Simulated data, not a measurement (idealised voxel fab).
process module | voxel capacitor over wiring
cross-section cut | 260 nm wide | cells 5 nm
A cross-section is a grid of square cells, given in bands from the top down. A band is one or more rows of cells.
Each band's line starts with the height of the band's top and of its bottom, in nm. Then come its materials from left to right, each with its width in nm. One material with "throughout" fills the band from edge to edge. "air" is empty space.
Height 0 is the level under which the wafer as received is all one material. The lowest band goes on downwards, as in "0 down".
A width such as "30 to 40" changes by the same amount from each row of cells to the next, from the band's top row to its bottom row.
"no change" after a step means that no cell of the cross-section changed.
closed voids: empty space of 8 cells or more with no open way to the top, each as width x height at its distance from the left edge, in nm
after a step's settings: what the simulator itself notes on the step
overlay nm, on a step with a mask: how far to the right of its planned place the mask lay; to the left if negative
plan
1 op RECEIVE | material Si
2 op CONFORMAL_DEP | material SiO2 | thk nm 15
3 op DIRECTIONAL_DEP | material TiN | thk nm 5
4 op DIRECTIONAL_DEP | material Ru | thk nm 25
5 op PATTERN | tone cover | mask id METAL_1 | material resist | width nm 25 | pitch nm 95 | thk nm 15 | overlay nm 0
6 op DIRECTIONAL_ETCH | etch materials Ru | depth nm 25
7 op DIRECTIONAL_ETCH | etch materials TiN | depth nm 5
8 op STRIP | etch materials resist
9 op FILL_DEP | material SiO2 | thk nm 5
10 op CMP | height nm 45
11 op CONFORMAL_DEP | material SiCN | thk nm 5
12 op DIRECTIONAL_DEP | material SiO2 | thk nm 10
13 op DIRECTIONAL_DEP | material aC | thk nm 10
14 op PATTERN | tone open | mask id PLUG_1 | material resist | width nm 15 | thk nm 25 | overlay nm 0
15 op DIRECTIONAL_ETCH | etch materials aC | depth nm 10
16 op STRIP | etch materials resist
17 op DIRECTIONAL_ETCH | etch materials SiO2 | depth nm 10
18 op DIRECTIONAL_ETCH | etch materials SiCN | depth nm 5
19 op STRIP | etch materials aC
20 op EPI | material Ru | thk nm 10
21 op EPI | material Ru | thk nm 5
22 op DIRECTIONAL_DEP | material TiN | thk nm 5
23 op DIRECTIONAL_DEP | material Al2O3 | thk nm 5
24 op DIRECTIONAL_DEP | material TiN | thk nm 5
25 op MASKED_ETCH | tone cover | mask id UPPER_PLATE | width nm 75 | etch materials TiN | depth nm 5 | overlay nm 0
26 op MASKED_ETCH | tone cover | mask id UPPER_PLATE | width nm 75 | etch materials Al2O3 | depth nm 5 | overlay nm 0
27 op DIRECTIONAL_DEP | material aC | thk nm 15
28 op PATTERN | tone cover | mask id LOWER_PLATE | material resist | width nm 85 | thk nm 30 | overlay nm 0
29 op DIRECTIONAL_ETCH | etch materials aC | depth nm 15
30 op STRIP | etch materials resist
31 op DIRECTIONAL_ETCH | etch materials TiN | depth nm 5
32 op STRIP | etch materials aC
33 op FILL_DEP | material SiO2 | thk nm 15
34 op CMP | height nm 85
35 op MASKED_ETCH | tone open | mask id PLUG_2 | width nm 15 | etch materials SiO2 | depth nm 10 | overlay nm 0
36 op CONFORMAL_DEP | material TiN | thk nm 5
37 op FILL_DEP | material W | thk nm 5
38 op CMP | height nm 85
39 op CONFORMAL_DEP | material SiN | thk nm 5
varied across the wafers: width nm of step 14. The plan shows the first wafer's value. All wafers start alike
first wafer as received, after step 1
  0 down: Si throughout
  closed voids: none
first wafer at the end, after step 39
  90 to 85: SiN throughout
  85 to 80: SiO2 90 | TiN 5 | W 5 | TiN 5 | SiO2 155
  80 to 70: SiO2 90 to 80 | TiN 15 to 75 | SiO2 155 to 105
  70 to 65: SiO2 80 | Al2O3 75 | SiO2 105
  65 to 60: SiO2 75 | TiN 85 | SiO2 100
  60 to 50: SiO2 80 | Ru 15 | SiO2 165
  50 to 45: SiCN 80 | Ru 15 | SiCN 165
  45 to 20: SiO2 70 | Ru 25 | SiO2 70 | Ru 25 | SiO2 70
  20 to 15: SiO2 70 | TiN 25 | SiO2 70 | TiN 25 | SiO2 70
  15 to 0: SiO2 throughout
  0 down: Si throughout
  closed voids: none
last wafer at the end
  90 to 85: SiN throughout
  85 to 80: SiO2 90 | TiN 5 | W 5 | TiN 5 | SiO2 155
  80 to 70: SiO2 90 to 80 | TiN 15 to 75 | SiO2 155 to 105
  70 to 65: SiO2 80 | Al2O3 75 | SiO2 105
  65 to 60: SiO2 75 | TiN 85 | SiO2 100
  60 to 50: SiO2 75 | Ru 30 | SiO2 155
  50 to 45: SiCN 75 | Ru 30 | SiCN 155
  45 to 20: SiO2 70 | Ru 25 | SiO2 70 | Ru 25 | SiO2 70
  20 to 15: SiO2 70 | TiN 25 | SiO2 70 | TiN 25 | SiO2 70
  15 to 0: SiO2 throughout
  0 down: Si throughout
  closed voids: none
each wafer at the end: cells of each material gained (+) or lost (-) since it was received, then its closed voids
width nm 15 | +15 Al2O3 | +59 Ru | +49 SiCN | +52 SiN | +713 SiO2 | +47 TiN | +1 W | closed voids: none
width nm 20 | +15 Al2O3 | +62 Ru | +48 SiCN | +52 SiN | +711 SiO2 | +47 TiN | +1 W | closed voids: none
width nm 25 | +15 Al2O3 | +65 Ru | +47 SiCN | +52 SiN | +709 SiO2 | +47 TiN | +1 W | closed voids: none
width nm 30 | +15 Al2O3 | +68 Ru | +46 SiCN | +52 SiN | +707 SiO2 | +47 TiN | +1 W | closed voids: none
